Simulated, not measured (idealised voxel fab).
Process module heading - voxel capacitor over wiring
Cross-section cut: width 200 nm, square cells of 5 nm.
Heads up, the way a cross-section reads in here is a grid of square cells, handed over as bands from the top down, with every band being one or more rows of cells. Heights first: top, then bottom, in nm. Then materials, left to right, each with a width in nm. "full width" on a single material: fills the band edge to edge. "empty": empty space. Heights from 0 (as-received wafer is one material below). Bottom band endless downward, as "z 0 and below". When a width is written as two numbers, as in "30->40", the first number is the width in the top row of cells of the band and the second is the width in its bottom row, and the width changes by the same amount from each row to the next. When a step is marked "left unchanged", none of the cells in the cross-section changed during that step. Under "Sealed void list" you'll find the enclosed gaps, the ones with no way out to the top, that are 8 cells or bigger; each reads width x height at distance, with distance counted from the left edge, everything in nm. Post-settings text on a step line: simulator's own remark regarding the step. The line of a step may include "overlay nm". On a step with a mask, this value is how far to the right of its planned place the mask lay. A negative value means the mask lay to the left.
-- The process steps that were planned are listed below
1) RECEIVE, material Si
2) CONFORMAL_DEP, material SiO2, thk nm 10
3) CONFORMAL_DEP, material SiCN, thk nm 5
4) DIRECTIONAL_DEP, material SiO2, thk nm 15
5) MASKED_ETCH, tone open, mask id METAL_1, width nm 20, pitch nm 70, etch materials SiO2, depth nm 15, overlay nm 0
6) MASKED_ETCH, tone open, mask id METAL_1, width nm 20, pitch nm 70, etch materials SiCN, depth nm 5, overlay nm 0
7) CONFORMAL_DEP, material TiN, thk nm 5
8) FILL_DEP, material W, thk nm 10
9) CMP, height nm 30
10) CONFORMAL_DEP, material SiCN, thk nm 5
11) DIRECTIONAL_DEP, material lowk, thk nm 20
12) PATTERN, tone open, mask id PLUG_1, material resist, width nm 15, thk nm 20, overlay nm 0
13) DIRECTIONAL_ETCH, etch materials lowk, depth nm 20
14) DIRECTIONAL_ETCH, etch materials SiCN, depth nm 5
15) STRIP, etch materials resist
16) CONFORMAL_DEP, material TiN, thk nm 5
17) FILL_DEP, material Cu, thk nm 10
18) CMP, height nm 55
19) DIRECTIONAL_DEP, material TiN, thk nm 5
20) DIRECTIONAL_DEP, material Al2O3, thk nm 5
21) DIRECTIONAL_DEP, material TiN, thk nm 10
22) MASKED_ETCH, tone cover, mask id UPPER_PLATE, width nm 45, etch materials TiN, depth nm 10, overlay nm 0
23) MASKED_ETCH, tone cover, mask id UPPER_PLATE, width nm 55, etch materials Al2O3, depth nm 5, overlay nm 0
24) MASKED_ETCH, tone cover, mask id LOWER_PLATE, width nm 65, etch materials TiN, depth nm 5, overlay nm 0
25) FILL_DEP, material SiO2, thk nm 15
26) CMP, height nm 85
27) MASKED_ETCH, tone open, mask id PLUG_2, width nm 15, etch materials SiO2, depth nm 10, overlay nm 0
28) CONFORMAL_DEP, material TiN, thk nm 5
29) FILL_DEP, material Cu, thk nm 10
30) CMP, height nm 85
31) CONFORMAL_DEP, material SiN, thk nm 5
Across this set of wafers, the varied parameter is the width nm of step 22. Starting conditions are identical for every wafer, and the plan reports the value assigned to the first wafer.
-- So this is the first of several wafers, cross-sectioned as it came to us, meaning it's at the end of step 1
	z 0 and below  Si full width
	Sealed void list: none
-- Quick key for the table: a row per wafer, taken at the end of the module. For each material it tells you how many cells the wafer gained (+) or lost (-) since it came in, and the closed voids come after
width nm 45 | +11 Al2O3 | +5 Cu | +69 SiCN | +40 SiN | +368 SiO2 | +67 TiN | +12 W | +148 lowk | Sealed void list: none
width nm 50 | +11 Al2O3 | +5 Cu | +69 SiCN | +40 SiN | +366 SiO2 | +69 TiN | +12 W | +148 lowk | Sealed void list: none
width nm 55 | +11 Al2O3 | +5 Cu | +69 SiCN | +40 SiN | +364 SiO2 | +71 TiN | +12 W | +148 lowk | Sealed void list: none
width nm 60 | +12 Al2O3 | +5 Cu | +69 SiCN | +40 SiN | +361 SiO2 | +73 TiN | +12 W | +148 lowk | Sealed void list: none
width nm 65 | +13 Al2O3 | +5 Cu | +69 SiCN | +40 SiN | +358 SiO2 | +75 TiN | +12 W | +148 lowk | Sealed void list: none
width nm 70 | +14 Al2O3 | +5 Cu | +69 SiCN | +40 SiN | +355 SiO2 | +77 TiN | +12 W | +148 lowk | Sealed void list: none
